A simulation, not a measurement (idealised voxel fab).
The process module presented herein is designated voxel plated lines.
The cross-section on display is named cut; it measures 180 nm wide, and its cells are 5 nm squares.
Cross-section format: a grid of square cells, given as bands from top to bottom; each band is one or more rows of cells.
Heads up on the band format: heights come first, top then bottom, in nm. After that it's the materials left to right, each with its width in nm. A single material flagged "full width" fills the whole band edge to edge, and "air" means there's empty space there.
Height datum 0, below which the as-received substrate wafer is one material. Lowest band open at the bottom, running downward: "0..down".
Width "30 to 40": first value at the band's top row of cells, second value at its bottom row, equal change from row to row.
"stayed the same" after a step means that no cell of the cross-section changed.
Voids not open to the top, 8 cells minimum: see "Fully enclosed voids". Written width x height at distance; distance is from the left edge; nm.
On each step's line, the part that comes after the settings is the simulator's own comment on the step.
overlay nm: how far to the right of its planned place the mask lay on this masked step (negative: to the left).

Intended process steps:
| 1 | RECEIVE (material Si) |
| 2 | CONFORMAL_DEP (material SiO2; thk nm 15) |
| 3 | DIRECTIONAL_DEP (material TiN; thk nm 5) |
| 4 | PATTERN (tone open; mask id LINES; material resist; width nm 15; pitch nm 30; thk nm 20; overlay nm 0) |
| 5 | EPI (material Ru; thk nm 5) |
| 6 | STRIP (etch materials resist) |
| 7 | DIRECTIONAL_ETCH (etch materials TiN; depth nm 5) |
| 8 | CONFORMAL_DEP (material SiO2; thk nm 5) |

Step 1 complete: cross-section of the wafer as received:
    0..down: Si full width
    Fully enclosed voids: none

Same starting wafer, same plan as above, one mistake in the execution; this is the cross-section at the end of the module:
    30..25: SiO2: 70 | air: 5 | SiO2: 25 | air: 5 | SiO2: 75
    25..20: Ru: 65 | SiO2: 5 | air: 5 | SiO2: 5 | Ru: 15 | SiO2: 5 | air: 5 | SiO2: 5 | Ru: 70
    20..15: TiN: 65 | SiO2: 15 | TiN: 15 | SiO2: 15 | TiN: 70
    15..0: SiO2 full width
    0..down: Si full width
    Fully enclosed voids: none
what went wrong: note that step 4 departed from the planned setting and was carried out as PATTERN (tone cover; mask id LINES; material resist; width nm 15; pitch nm 30; thk nm 20; overlay nm 0)
